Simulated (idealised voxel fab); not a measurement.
Process module in this document: voxel wiring stack
We display cut, a cross-section 200 nm in width whose square cells are each 5 nm.
Cross-section = grid of square cells, listed top down in bands; band = one or more rows. Top, bottom (nm), then materials left to right with widths (nm); lone material tagged "all across" fills the whole band edge to edge; "blank" = empty space. Where do heights start? At 0: under that level the wafer as delivered is made of one material only. And the lowest band has no floor; it just carries on downward, as in "0 nm and below". The notation "30 to 40" denotes a width that varies across the rows of cells in the band, beginning at the first number in the top row, finishing at the second number in the bottom row, and changing by an identical amount from each row to the next. Where a step carries "remained unchanged", the cross-section came out of it unchanged, cell for cell. The entry titled "Enclosed void entries" provides the empty spaces that have no open way to the top, restricted to those of 8 cells or more. Each is presented as width x height at distance, the distance being measured from the left edge, with all three in nm. Text after the settings on a step's line: the simulator's own remark on that step. A step line may carry the setting "overlay nm", which, for steps involving a mask, states the distance by which the mask lay to the right of its intended position; negative values denote displacement to the left.

Steps planned for the process
1 RECEIVE (material Si)
2 CONFORMAL_DEP (material SiO2; thk nm 10)
3 CONFORMAL_DEP (material SiN; thk nm 5)
4 DIRECTIONAL_DEP (material SiO2; thk nm 25)
5 MASKED_ETCH (tone open; mask id METAL_1; width nm 25; pitch nm 55; etch materials SiO2; depth nm 25; overlay nm 0)
6 MASKED_ETCH (tone open; mask id METAL_1; width nm 25; pitch nm 55; etch materials SiN; depth nm 5; overlay nm 0)
7 CONFORMAL_DEP (material TiN; thk nm 5)
8 FILL_DEP (material W; thk nm 5)
9 CMP (height nm 40)
10 EPI (material Ru; thk nm 5)
11 FILL_DEP (material SiCN; thk nm 5)
12 DIRECTIONAL_DEP (material lowk; thk nm 25)
13 PATTERN (tone open; mask id METAL_2; material resist; width nm 25; pitch nm 55; thk nm 15; overlay nm 0)
14 DIRECTIONAL_ETCH (etch materials lowk; depth nm 15)
15 STRIP (etch materials resist)
16 MASKED_ETCH (tone open; mask id METAL_2_HOLES; width nm 15; pitch nm 55; etch materials lowk; depth nm 10; overlay nm 0)
17 MASKED_ETCH (tone open; mask id METAL_2_HOLES; width nm 15; pitch nm 55; etch materials SiCN; depth nm 5; overlay nm 0)
18 CONFORMAL_DEP (material TiN; thk nm 5)
19 FILL_DEP (material Cu; thk nm 5)
20 CMP (height nm 75)
21 CONFORMAL_DEP (material SiN; thk nm 5)

This is the cross-section of the wafer as we received it, i.e. after step 1
	0 nm and below = Si all across
	Enclosed void entries: none

Cross-sectional image of the first of two wafers at the end of the module, the run having proceeded as planned
	80 nm to 75 nm = SiN all across
	75 nm to 65 nm = lowk: 60 | TiN: 5 | Cu: 15 | TiN: 5 | lowk: 30 | TiN: 5 | Cu: 15 | TiN: 5 | lowk: 60
	65 nm to 60 nm = lowk: 60 | TiN: 5 | Cu: 5 | TiN: 15 | lowk: 30 | TiN: 5 | Cu: 5 | TiN: 15 | lowk: 60
	60 nm to 50 nm = lowk: 60 | TiN: 5 | Cu: 5 | TiN: 5 | lowk: 40 | TiN: 5 | Cu: 5 | TiN: 5 | lowk: 70
	50 nm to 45 nm = SiCN: 60 | TiN: 15 | SiCN: 40 | TiN: 15 | SiCN: 70
	45 nm to 40 nm = SiCN: 55 | Ru: 35 | SiCN: 20 | Ru: 35 | SiCN: 55
	40 nm to 15 nm = SiO2: 60 | TiN: 5 | W: 15 | TiN: 5 | SiO2: 30 | TiN: 5 | W: 15 | TiN: 5 | SiO2: 60
	15 nm to 10 nm = SiN: 60 | TiN: 25 | SiN: 30 | TiN: 25 | SiN: 60
	10 nm to 0 nm = SiO2 all across
	0 nm and below = Si all across
	Enclosed void entries: none

Presented here is a cross-section of the second of the two wafers as it stood at the end of the module. It was started in the same manner and assigned the same plan as the first wafer; however, one mistake was made in its execution
	80 nm to 75 nm = SiN all across
	75 nm to 65 nm = lowk: 55 | TiN: 5 | Cu: 15 | TiN: 5 | lowk: 30 | TiN: 5 | Cu: 15 | TiN: 5 | lowk: 65
	65 nm to 60 nm = lowk: 55 | TiN: 10 | Cu: 5 | TiN: 10 | lowk: 30 | TiN: 10 | Cu: 5 | TiN: 10 | lowk: 65
	60 nm to 50 nm = lowk: 60 | TiN: 5 | Cu: 5 | TiN: 5 | lowk: 40 | TiN: 5 | Cu: 5 | TiN: 5 | lowk: 70
	50 nm to 45 nm = SiCN: 60 | TiN: 15 | SiCN: 40 | TiN: 15 | SiCN: 70
	45 nm to 40 nm = SiCN: 55 | Ru: 35 | SiCN: 20 | Ru: 35 | SiCN: 55
	40 nm to 15 nm = SiO2: 60 | TiN: 5 | W: 15 | TiN: 5 | SiO2: 30 | TiN: 5 | W: 15 | TiN: 5 | SiO2: 60
	15 nm to 10 nm = SiN: 60 | TiN: 25 | SiN: 30 | TiN: 25 | SiN: 60
	10 nm to 0 nm = SiO2 all across
	0 nm and below = Si all across
	Enclosed void entries: none
what went wrong: the process deviated at step 13: the operation and settings actually run there were PATTERN (tone open; mask id METAL_2; material resist; width nm 25; pitch nm 55; thk nm 15; overlay nm -5)
If you tally the cells, the second wafer ends up with the same amount of every material as the first; it's all just sitting in different places.
